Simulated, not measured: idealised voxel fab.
process module | voxel gate over fins
Displayed cross-section: cut, width of 295 nm, square cells sized 5 nm.
Notation: cross-section as square-cell grid; stated in bands, top first, going down; one or more cell rows per band. Per band: top height and bottom height in nm, followed by the left-to-right materials and their widths in nm; "throughout" marks a single material spanning edge to edge, "air" marks empty space. Heights from 0 (as-received wafer is one material below). Bottom band endless downward, as "0 down". Top row gets the first number, bottom row gets the second, and each row in between changes by the same step: that is how a band width like "30 to 40" works. Where the words "changes: none" appear for a step, the cross-section shows no cell changed by that step; every cell remained as before. Under "Enclosed void list" you'll find the enclosed gaps, the ones with no way out to the top, that are 8 cells or bigger; each reads width x height at distance, with distance counted from the left edge, everything in nm. On a step's line, text after the settings is the simulator commenting on that step. What "overlay nm" on a step's line means: if the step has a mask, that mask lay this far to the right of its planned place, or, when the value is negative, to the left.

Steps planned for the process:
1: RECEIVE, material Si
2: CONFORMAL_DEP, material SiN, thk nm 10
3: PATTERN, tone cover, mask id FINS, material resist, width nm 15, pitch nm 45, thk nm 20, overlay nm 0
4: DIRECTIONAL_ETCH, etch materials SiN, depth nm 10
5: DIRECTIONAL_ETCH, etch materials Si, depth nm 40
6: STRIP, etch materials resist
7: OXIDIZE, depth nm 5
8: FILL_DEP, material SiO2, thk nm 15
9: CMP, height nm 10
10: SELECTIVE_ETCH, etch materials SiO2, depth nm 20
11: STRIP, etch materials SiN
12: CONFORMAL_DEP, material HfO2, thk nm 5
13: CONFORMAL_DEP, material TiN, thk nm 5
14: FILL_DEP, material W, thk nm 10
15: CMP, height nm 15
16: CONFORMAL_DEP, material SiN, thk nm 10

On the first of the two wafers: run conducted according to plan:

Shown in cross-section is the wafer as received, that is, as it stands after step 1:
	0 down = Si throughout
	Enclosed void list: none

Cross-section of the wafer subsequent to step 2:
	10 to 0 = SiN throughout
	Under 0: no change, same as before.

Cross-section of the wafer subsequent to step 3:
	30 to 10 = 115 nm air | 15 nm resist | 30 nm air | 15 nm resist | 120 nm air
	Under 10: no change, same as before.

Cross-section of the wafer subsequent to step 4:
	30 to 10 = 115 nm air | 15 nm resist | 30 nm air | 15 nm resist | 120 nm air
	10 to 0 = 115 nm air | 15 nm SiN | 30 nm air | 15 nm SiN | 120 nm air
	Under 0: no change, same as before.

Cross-section of the wafer subsequent to step 5:
	30 to 10 = 115 nm air | 15 nm resist | 30 nm air | 15 nm resist | 120 nm air
	10 to 0 = 115 nm air | 15 nm SiN | 30 nm air | 15 nm SiN | 120 nm air
	0 to -40 = 115 nm air | 15 nm Si | 30 nm air | 15 nm Si | 120 nm air
	Under -40: no change, same as before.

Cross-section of the wafer subsequent to step 6:
	10 to 0 = 115 nm air | 15 nm SiN | 30 nm air | 15 nm SiN | 120 nm air
	Under 0: no change, same as before.

Cross-section of the wafer subsequent to step 7:
	10 to 0 = 115 nm air | 15 nm SiN | 30 nm air | 15 nm SiN | 120 nm air
	0 to -40 = 115 nm air | 5 nm SiO2 | 5 nm Si | 5 nm SiO2 | 30 nm air | 5 nm SiO2 | 5 nm Si | 5 nm SiO2 | 120 nm air
	-40 to -45 = 120 nm SiO2 | 5 nm Si | 40 nm SiO2 | 5 nm Si | 125 nm SiO2
	Under -45: no change, same as before.

Cross-section of the wafer subsequent to step 8:
	25 to 10 = SiO2 throughout
	10 to 0 = 115 nm SiO2 | 15 nm SiN | 30 nm SiO2 | 15 nm SiN | 120 nm SiO2
	0 to -45 = 120 nm SiO2 | 5 nm Si | 40 nm SiO2 | 5 nm Si | 125 nm SiO2
	Under -45: no change, same as before.

Cross-section of the wafer subsequent to step 9:
	10 to 0 = 115 nm SiO2 | 15 nm SiN | 30 nm SiO2 | 15 nm SiN | 120 nm SiO2
	Under 0: no change, same as before.

Cross-section of the wafer subsequent to step 10:
	10 to 0 = 115 nm air | 15 nm SiN | 30 nm air | 15 nm SiN | 120 nm air
	0 to -10 = 120 nm air | 5 nm Si | 40 nm air | 5 nm Si | 125 nm air
	Under -10: no change, same as before.

Cross-section of the wafer subsequent to step 11:
	0 to -10 = 120 nm air | 5 nm Si | 40 nm air | 5 nm Si | 125 nm air
	Under -10: no change, same as before.

Cross-section of the wafer subsequent to step 12:
	5 to 0 = 115 nm air | 15 nm HfO2 | 30 nm air | 15 nm HfO2 | 120 nm air
	0 to -5 = 115 nm air | 5 nm HfO2 | 5 nm Si | 5 nm HfO2 | 30 nm air | 5 nm HfO2 | 5 nm Si | 5 nm HfO2 | 120 nm air
	-5 to -10 = 120 nm HfO2 | 5 nm Si | 40 nm HfO2 | 5 nm Si | 125 nm HfO2
	Under -10: no change, same as before.

Cross-section of the wafer subsequent to step 13:
	10 to 5 = 110 nm air | 25 nm TiN | 20 nm air | 25 nm TiN | 115 nm air
	5 to 0 = 110 nm air | 5 nm TiN | 15 nm HfO2 | 5 nm TiN | 20 nm air | 5 nm TiN | 15 nm HfO2 | 5 nm TiN | 115 nm air
	0 to -5 = 115 nm TiN | 5 nm HfO2 | 5 nm Si | 5 nm HfO2 | 30 nm TiN | 5 nm HfO2 | 5 nm Si | 5 nm HfO2 | 120 nm TiN
	Under -5: no change, same as before.

Cross-section of the wafer subsequent to step 14:
	20 to 10 = W throughout
	10 to 5 = 110 nm W | 25 nm TiN | 20 nm W | 25 nm TiN | 115 nm W
	5 to 0 = 110 nm W | 5 nm TiN | 15 nm HfO2 | 5 nm TiN | 20 nm W | 5 nm TiN | 15 nm HfO2 | 5 nm TiN | 115 nm W
	Under 0: no change, same as before.

Cross-section of the wafer subsequent to step 15:
	15 to 10 = W throughout
	Under 10: no change, same as before.

Cross-section of the wafer subsequent to step 16:
	25 to 15 = SiN throughout
	Under 15: no change, same as before.

Second wafer, same starting conditions and recipe as the first, one mistake in executing it, nothing differs from the first up to and including step 2:

Cross-section of the second wafer when, according to plan, step 3 should have finished:
	30 to 10 = 115 nm resist | 15 nm air | 30 nm resist | 15 nm air | 120 nm resist
	Under 10: no change, same as before.

Cross-section of the second wafer when, according to plan, step 4 should have finished:
	30 to 10 = 115 nm resist | 15 nm air | 30 nm resist | 15 nm air | 120 nm resist
	10 to 0 = 115 nm SiN | 15 nm air | 30 nm SiN | 15 nm air | 120 nm SiN
	Under 0: no change, same as before.

Cross-section of the second wafer when, according to plan, step 5 should have finished:
	30 to 10 = 115 nm resist | 15 nm air | 30 nm resist | 15 nm air | 120 nm resist
	10 to 0 = 115 nm SiN | 15 nm air | 30 nm SiN | 15 nm air | 120 nm SiN
	0 to -40 = 115 nm Si | 15 nm air | 30 nm Si | 15 nm air | 120 nm Si
	Under -40: no change, same as before.

Cross-section of the second wafer when, according to plan, step 6 should have finished:
	10 to 0 = 115 nm SiN | 15 nm air | 30 nm SiN | 15 nm air | 120 nm SiN
	Under 0: no change, same as before.

Cross-section of the second wafer when, according to plan, step 7 should have finished:
	10 to 0 = 115 nm SiN | 15 nm air | 30 nm SiN | 15 nm air | 120 nm SiN
	0 to -40 = 110 nm Si | 5 nm SiO2 | 15 nm air | 5 nm SiO2 | 20 nm Si | 5 nm SiO2 | 15 nm air | 5 nm SiO2 | 115 nm Si
	-40 to -45 = 110 nm Si | 25 nm SiO2 | 20 nm Si | 25 nm SiO2 | 115 nm Si
	Under -45: no change, same as before.

Cross-section of the second wafer when, according to plan, step 8 should have finished:
	25 to 10 = SiO2 throughout
	10 to 0 = 115 nm SiN | 15 nm SiO2 | 30 nm SiN | 15 nm SiO2 | 120 nm SiN
	0 to -45 = 110 nm Si | 25 nm SiO2 | 20 nm Si | 25 nm SiO2 | 115 nm Si
	Under -45: no change, same as before.

Cross-section of the second wafer when, according to plan, step 9 should have finished:
	10 to 0 = 115 nm SiN | 15 nm SiO2 | 30 nm SiN | 15 nm SiO2 | 120 nm SiN
	Under 0: no change, same as before.

Cross-section of the second wafer when, according to plan, step 10 should have finished:
	10 to 0 = 115 nm SiN | 15 nm air | 30 nm SiN | 15 nm air | 120 nm SiN
	0 to -10 = 110 nm Si | 25 nm air | 20 nm Si | 25 nm air | 115 nm Si
	Under -10: no change, same as before.

Cross-section of the second wafer when, according to plan, step 11 should have finished:
	0 to -10 = 110 nm Si | 25 nm air | 20 nm Si | 25 nm air | 115 nm Si
	Under -10: no change, same as before.

Cross-section of the second wafer when, according to plan, step 12 should have finished:
	5 to 0 = 115 nm HfO2 | 15 nm air | 30 nm HfO2 | 15 nm air | 120 nm HfO2
	0 to -5 = 110 nm Si | 5 nm HfO2 | 15 nm air | 5 nm HfO2 | 20 nm Si | 5 nm HfO2 | 15 nm air | 5 nm HfO2 | 115 nm Si
	-5 to -10 = 110 nm Si | 25 nm HfO2 | 20 nm Si | 25 nm HfO2 | 115 nm Si
	Under -10: no change, same as before.

Cross-section of the second wafer when, according to plan, step 13 should have finished:
	10 to 5 = 120 nm TiN | 5 nm air | 40 nm TiN | 5 nm air | 125 nm TiN
	5 to 0 = 115 nm HfO2 | 5 nm TiN | 5 nm air | 5 nm TiN | 30 nm HfO2 | 5 nm TiN | 5 nm air | 5 nm TiN | 120 nm HfO2
	0 to -5 = 110 nm Si | 5 nm HfO2 | 15 nm TiN | 5 nm HfO2 | 20 nm Si | 5 nm HfO2 | 15 nm TiN | 5 nm HfO2 | 115 nm Si
	Under -5: no change, same as before.

Cross-section of the second wafer when, according to plan, step 14 should have finished:
	20 to 10 = W throughout
	10 to 5 = 120 nm TiN | 5 nm W | 40 nm TiN | 5 nm W | 125 nm TiN
	5 to 0 = 115 nm HfO2 | 5 nm TiN | 5 nm W | 5 nm TiN | 30 nm HfO2 | 5 nm TiN | 5 nm W | 5 nm TiN | 120 nm HfO2
	Under 0: no change, same as before.

Cross-section of the second wafer when, according to plan, step 15 should have finished:
	15 to 10 = W throughout
	Under 10: no change, same as before.

Cross-section of the second wafer when, according to plan, step 16 should have finished:
	25 to 15 = SiN throughout
	Under 15: no change, same as before.
Deviation from plan: it should be noted that step 3 was executed with settings other than those planned, the operation and settings actually applied being PATTERN, tone open, mask id FINS, material resist, width nm 15, pitch nm 45, thk nm 20, overlay nm 0
Materials where the second wafer ends with more or fewer cells than the first: +423 Si; -329 SiO2; -94 W
